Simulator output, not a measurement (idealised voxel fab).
process module | voxel released beams
cross-section cut | 165 nm wide | cells 5 nm
A cross-section is a grid of square cells, given in bands from the top down. A band is one or more rows of cells.
Each band's line starts with the height of the band's top and of its bottom, in nm. Then come its materials from left to right, each with its width in nm. One material with "throughout" fills the band from edge to edge. "air" is empty space.
Height 0 is the level under which the wafer as received is all one material. The lowest band goes on downwards, as in "0 down".
A width such as "30 to 40" changes by the same amount from each row of cells to the next, from the band's top row to its bottom row.
"no change" after a step means that no cell of the cross-section changed.
closed voids: empty space of 8 cells or more with no open way to the top, each as width x height at its distance from the left edge, in nm
after a step's settings: what the simulator itself notes on the step
overlay nm, on a step with a mask: how far to the right of its planned place the mask lay; to the left if negative
Each pair below shows a cross-section before one step and the cross-section after it, down to the lowest band that changed. The line under each pair gives the step between them, with its settings. The pairs can come from different runs of this module on the same starting wafer, so a pair continues from the pair above only where its "before" says so.
before
  0 down: Si throughout
  closed voids: none
after
  5 to 0: SiN throughout
  below 0: unchanged
  closed voids: none
the step between: op CONFORMAL_DEP | material SiN | thk nm 5
before: the cross-section after the pair above
after
  25 to 5: SiO2 throughout
  below 5: unchanged
  closed voids: none
the step between: op DIRECTIONAL_DEP | material SiO2 | thk nm 20
before: the cross-section after the pair above
after
  25 to 5: SiO2 35 | air 35 | SiO2 95
  below 5: unchanged
  closed voids: none
the step between: op MASKED_ETCH | tone open | mask id ANCHOR | width nm 35 | etch materials SiO2 | depth nm 20 | overlay nm 0
before: the cross-section after the pair above
after
  40 to 25: polySi 50 | air 5 | polySi 110
  25 to 20: SiO2 35 | polySi 15 | air 5 | polySi 15 | SiO2 95
  20 to 5: SiO2 35 | polySi 35 | SiO2 95
  below 5: unchanged
  closed voids: none
the step between: op CONFORMAL_DEP | material polySi | thk nm 15
before: the cross-section after the pair above
after
  40 to 25: air 30 | polySi 20 | air 5 | polySi 70 | air 40
  below 25: unchanged
  closed voids: none
the step between: op MASKED_ETCH | tone cover | mask id BEAM | width nm 95 | etch materials polySi | depth nm 15 | overlay nm 0
before: the cross-section after the pair above
after
  40 to 25: air 30 | polySi 20 | air 5 | polySi 70 | air 40
  25 to 20: air 35 | polySi 15 | air 5 | polySi 15 | air 95
  20 to 5: air 35 | polySi 35 | air 95
  below 5: unchanged
  closed voids: none
the step between: op STRIP | etch materials SiO2
before
  5 to 0: SiN throughout
  0 down: Si throughout
  closed voids: none
after
  20 to 5: polySi throughout
  below 5: unchanged
  closed voids: none
the step between: op CONFORMAL_DEP | material polySi | thk nm 15
before: the cross-section after the pair above
after
  20 to 5: air 30 | polySi 95 | air 40
  below 5: unchanged
  closed voids: none
the step between: op MASKED_ETCH | tone cover | mask id BEAM | width nm 95 | etch materials polySi | depth nm 15 | overlay nm 0
before
  40 to 25: polySi 50 | air 5 | polySi 110
  25 to 20: SiO2 35 | polySi 15 | air 5 | polySi 15 | SiO2 95
  20 to 5: SiO2 35 | polySi 35 | SiO2 95
  5 to 0: SiN throughout
  0 down: Si throughout
  closed voids: none
after
  55 to 25: polySi throughout
  25 to 5: SiO2 35 | polySi 35 | SiO2 95
  below 5: unchanged
  closed voids: none
the step between: op CONFORMAL_DEP | material polySi | thk nm 15
before: the cross-section after the pair above
after
  55 to 40: air 30 | polySi 95 | air 40
  below 40: unchanged
  closed voids: none
the step between: op MASKED_ETCH | tone cover | mask id BEAM | width nm 95 | etch materials polySi | depth nm 15 | overlay nm 0
before
  0 down: Si throughout
  closed voids: none
after
  20 to 0: SiO2 throughout
  below 0: unchanged
  closed voids: none
the step between: op DIRECTIONAL_DEP | material SiO2 | thk nm 20
before: the cross-section after the pair above
after
  25 to 20: SiN throughout
  below 20: unchanged
  closed voids: none
the step between: op CONFORMAL_DEP | material SiN | thk nm 5
before: the cross-section after the pair above
after
  40 to 25: polySi throughout
  below 25: unchanged
  closed voids: none
the step between: op CONFORMAL_DEP | material polySi | thk nm 15
before: the cross-section after the pair above
after
  40 to 25: air 30 | polySi 95 | air 40
  below 25: unchanged
  closed voids: none
the step between: op MASKED_ETCH | tone cover | mask id BEAM | width nm 95 | etch materials polySi | depth nm 15 | overlay nm 0
before
  25 to 5: SiO2 35 | air 35 | SiO2 95
  5 to 0: SiN throughout
  0 down: Si throughout
  closed voids: none
after
  45 to 25: polySi throughout
  25 to 5: SiO2 35 | polySi 35 | SiO2 95
  below 5: unchanged
  closed voids: none
the step between: op CONFORMAL_DEP | material polySi | thk nm 20
before: the cross-section after the pair above
after
  45 to 30: air 30 | polySi 95 | air 40
  below 30: unchanged
  closed voids: none
the step between: op MASKED_ETCH | tone cover | mask id BEAM | width nm 95 | etch materials polySi | depth nm 15 | overlay nm 0
before
  40 to 25: polySi 50 | air 5 | polySi 110
  25 to 20: SiO2 35 | polySi 15 | air 5 | polySi 15 | SiO2 95
  20 to 5: SiO2 35 | polySi 35 | SiO2 95
  5 to 0: SiN throughout
  0 down: Si throughout
  closed voids: none
after
  40 to 25: air 35 | polySi 15 | air 5 | polySi 70 | air 40
  below 25: unchanged
  closed voids: none
the step between: op MASKED_ETCH | tone cover | mask id BEAM | width nm 90 | etch materials polySi | depth nm 15 | overlay nm 0
before: the cross-section after the pair above
after
  40 to 25: air 35 | polySi 15 | air 5 | polySi 70 | air 40
  25 to 20: air 35 | polySi 15 | air 5 | polySi 15 | air 95
  20 to 5: air 35 | polySi 35 | air 95
  below 5: unchanged
  closed voids: none
the step between: op STRIP | etch materials SiO2
before
  25 to 5: SiO2 throughout
  5 to 0: SiN throughout
  0 down: Si throughout
  closed voids: none
after
  25 to 5: SiO2 25 | air 35 | SiO2 105
  below 5: unchanged
  closed voids: none
the step between: op MASKED_ETCH | tone open | mask id ANCHOR | width nm 35 | etch materials SiO2 | depth nm 20 | overlay nm -10
before: the cross-section after the pair above
after
  40 to 25: polySi 40 | air 5 | polySi 120
  25 to 20: SiO2 25 | polySi 15 | air 5 | polySi 15 | SiO2 105
  20 to 5: SiO2 25 | polySi 35 | SiO2 105
  below 5: unchanged
  closed voids: none
the step between: op CONFORMAL_DEP | material polySi | thk nm 15
before: the cross-section after the pair above
after
  40 to 25: air 30 | polySi 10 | air 5 | polySi 80 | air 40
  below 25: unchanged
  closed voids: none
the step between: op MASKED_ETCH | tone cover | mask id BEAM | width nm 95 | etch materials polySi | depth nm 15 | overlay nm 0
before: the cross-section after the pair above
after
  40 to 25: air 30 | polySi 10 | air 5 | polySi 80 | air 40
  25 to 20: air 25 | polySi 15 | air 5 | polySi 15 | air 105
  20 to 5: air 25 | polySi 35 | air 105
  below 5: unchanged
  closed voids: none
the step between: op STRIP | etch materials SiO2
before
  5 to 0: SiN throughout
  0 down: Si throughout
  closed voids: none
after
  25 to 5: polySi throughout
  below 5: unchanged
  closed voids: none
the step between: op DIRECTIONAL_DEP | material polySi | thk nm 20
before: the cross-section after the pair above
after
  40 to 5: polySi throughout
  below 5: unchanged
  closed voids: none
the step between: op CONFORMAL_DEP | material polySi | thk nm 15
before: the cross-section after the pair above
after
  40 to 25: air 30 | polySi 95 | air 40
  below 25: unchanged
  closed voids: none
the step between: op MASKED_ETCH | tone cover | mask id BEAM | width nm 95 | etch materials polySi | depth nm 15 | overlay nm 0
before
  40 to 25: polySi 50 | air 5 | polySi 110
  25 to 20: SiO2 35 | polySi 15 | air 5 | polySi 15 | SiO2 95
  20 to 5: SiO2 35 | polySi 35 | SiO2 95
  5 to 0: SiN throughout
  0 down: Si throughout
  closed voids: none
after
  40 to 25: polySi 30 | air 95 | polySi 40
  25 to 5: SiO2 35 | polySi 15 | air 5 | polySi 15 | SiO2 95
  below 5: unchanged
  closed voids: none
the step between: op MASKED_ETCH | tone open | mask id BEAM | width nm 95 | etch materials polySi | depth nm 15 | overlay nm 0
before: the cross-section after the pair above
after
  25 to 5: air 35 | polySi 15 | air 5 | polySi 15 | air 95
  below 5: unchanged
  closed voids: none
the step between: op STRIP | etch materials SiO2
